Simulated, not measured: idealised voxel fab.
The name of this process module is voxel transistor to metal.
cross-section cut | 155 nm wide | cells 5 nm
For the purposes of this document, a cross-section shall be understood as a grid of square cells, specified as bands listed in top-to-bottom order, each band consisting of one or more rows of cells. In this notation a band is specified by the heights of its top and bottom, in that order and in nm, after which its materials appear from left to right, each paired with its width in nm. The word "all across" attached to a single material means that material fills the band from edge to edge; the word "empty" stands for empty space. Height reference: 0 = level under which incoming wafer is all one material. Lowest band: no bottom, runs on downward, e.g. "0 nm and below". You'd read "30..40" like this: the band's top row of cells is as wide as the first number, its bottom row is as wide as the second, and going down, every row changes width by the same amount as the row before did. "no alterations made" after a step means that no cell of the cross-section changed. Closed-off voids of 8+ cells (no open route to the top) go in "Voids lacking openings", written width x height at distance from the left edge, in nm. after a step's settings: what the simulator itself notes on the step. Regarding "overlay nm": on a step with a mask, it is the distance the mask lay to the right of its planned place; a negative value places it to the left.
Steps in the process plan:
1: RECEIVE: material Si
2: CONFORMAL_DEP: material SiO2, thk nm 5
3: CONFORMAL_DEP: material SiN, thk nm 15
4: PATTERN: tone cover, mask id ACTIVE, material resist, width nm 105, thk nm 15, overlay nm 0
5: DIRECTIONAL_ETCH: etch materials SiN, depth nm 15
6: DIRECTIONAL_ETCH: etch materials SiO2, depth nm 5
7: DIRECTIONAL_ETCH: etch materials Si, depth nm 20
8: STRIP: etch materials resist
9: OXIDIZE: depth nm 5
10: FILL_DEP: material SiO2, thk nm 15
11: CMP: height nm 20
12: SELECTIVE_ETCH: etch materials SiO2, depth nm 15
13: STRIP: etch materials SiN
14: SELECTIVE_ETCH: etch materials SiO2, depth nm 5
15: OXIDIZE: depth nm 5
16: DIRECTIONAL_DEP: material polySi, thk nm 30
17: DIRECTIONAL_DEP: material SiCN, thk nm 10
18: DIRECTIONAL_DEP: material aC, thk nm 10
19: PATTERN: tone cover, mask id GATE, material resist, width nm 25, thk nm 30, overlay nm 0
20: DIRECTIONAL_ETCH: etch materials aC, depth nm 10
21: STRIP: etch materials resist
22: DIRECTIONAL_ETCH: etch materials SiCN, depth nm 20
23: DIRECTIONAL_ETCH: etch materials polySi, depth nm 40
24: STRIP: etch materials aC
25: CONFORMAL_DEP: material SiO2, thk nm 5
26: DIRECTIONAL_ETCH: etch materials SiO2, depth nm 5
27: CONFORMAL_DEP: material SiN, thk nm 10
28: DIRECTIONAL_ETCH: etch materials SiN, depth nm 10
29: DIRECTIONAL_ETCH: etch materials SiO2, depth nm 5
30: DIRECTIONAL_ETCH: etch materials Si, depth nm 15
31: EPI: material nSi, thk nm 15
32: FILL_DEP: material SiO2, thk nm 10
33: CMP: height nm 40
34: DIRECTIONAL_DEP: material SiO2, thk nm 15
35: PATTERN: tone open, mask id CONTACT, material resist, width nm 30, pitch nm 65, thk nm 20, overlay nm 0
36: DIRECTIONAL_ETCH: etch materials SiO2, depth nm 60
37: STRIP: etch materials resist
38: CONFORMAL_DEP: material TiN, thk nm 5
39: FILL_DEP: material Ru, thk nm 5
40: CMP: height nm 55
41: CONFORMAL_DEP: material SiCN, thk nm 5
42: DIRECTIONAL_DEP: material SiO2, thk nm 25
43: MASKED_ETCH: tone open, mask id METAL_1, width nm 20, pitch nm 75, etch materials SiO2, depth nm 25, overlay nm 0
44: MASKED_ETCH: tone open, mask id METAL_1, width nm 20, pitch nm 75, etch materials SiCN, depth nm 5, overlay nm 0
45: CONFORMAL_DEP: material TiN, thk nm 5
46: FILL_DEP: material Cu, thk nm 5
47: CMP: height nm 85
48: CONFORMAL_DEP: material SiN, thk nm 5
Incoming wafer in cross-section (state: after step 1):
* 0 nm and below = Si all across
* Voids lacking openings: none
What the wafer looks like in cross-section after this module, when it starts as shown above and follows the plan above but one mistake is made in running it:
* 90 nm to 85 nm = SiN all across
* 85 nm to 60 nm = 30 nm SiO2 | 5 nm TiN | 10 nm Cu | 5 nm TiN | 55 nm SiO2 | 5 nm TiN | 10 nm Cu | 5 nm TiN | 30 nm SiO2
* 60 nm to 55 nm = 30 nm SiCN | 20 nm TiN | 55 nm SiCN | 20 nm TiN | 30 nm SiCN
* 55 nm to 45 nm = 25 nm SiO2 | 5 nm TiN | 20 nm Ru | 5 nm TiN | 35 nm SiO2 | 5 nm TiN | 20 nm Ru | 5 nm TiN | 35 nm SiO2
* 45 nm to 40 nm = 25 nm SiO2 | 5 nm TiN | 15 nm Ru | 10 nm TiN | 35 nm SiO2 | 20 nm TiN | 5 nm Ru | 5 nm TiN | 35 nm SiO2
* 40 nm to 30 nm = 25 nm SiO2 | 5 nm TiN | 15 nm Ru | 5 nm TiN | 10 nm SiN | 5 nm SiO2 | 25 nm SiCN | 5 nm TiN | 10 nm SiN | 5 nm TiN | 5 nm Ru | 5 nm TiN | 35 nm SiO2
* 30 nm to 15 nm = 25 nm SiO2 | 5 nm TiN | 15 nm Ru | 5 nm TiN | 10 nm SiN | 5 nm SiO2 | 25 nm polySi | 5 nm TiN | 10 nm SiN | 5 nm TiN | 5 nm Ru | 5 nm TiN | 35 nm SiO2
* 15 nm to 10 nm = 25 nm SiO2 | 25 nm TiN | 10 nm SiN | 5 nm SiO2 | 25 nm polySi | 5 nm TiN | 10 nm SiN | 15 nm TiN | 35 nm SiO2
* 10 nm to 0 nm = 25 nm SiO2 | 10 nm TiN | 15 nm nSi | 10 nm SiN | 5 nm SiO2 | 25 nm polySi | 5 nm TiN | 10 nm SiN | 15 nm nSi | 35 nm SiO2
* 0 nm to -5 nm = 25 nm SiO2 | 10 nm TiN | 15 nm nSi | 40 nm SiO2 | 5 nm TiN | 10 nm SiO2 | 15 nm nSi | 35 nm SiO2
* -5 nm to -20 nm = 30 nm SiO2 | 20 nm nSi | 55 nm Si | 20 nm nSi | 30 nm SiO2
* -20 nm to -25 nm = 30 nm SiO2 | 95 nm Si | 30 nm SiO2
* -25 nm and below = Si all across
* Voids lacking openings: none
What was the processing mistake? step 35 did not happen as planned, as run it was PATTERN: tone open, mask id CONTACT, material resist, width nm 30, pitch nm 65, thk nm 20, overlay nm -5
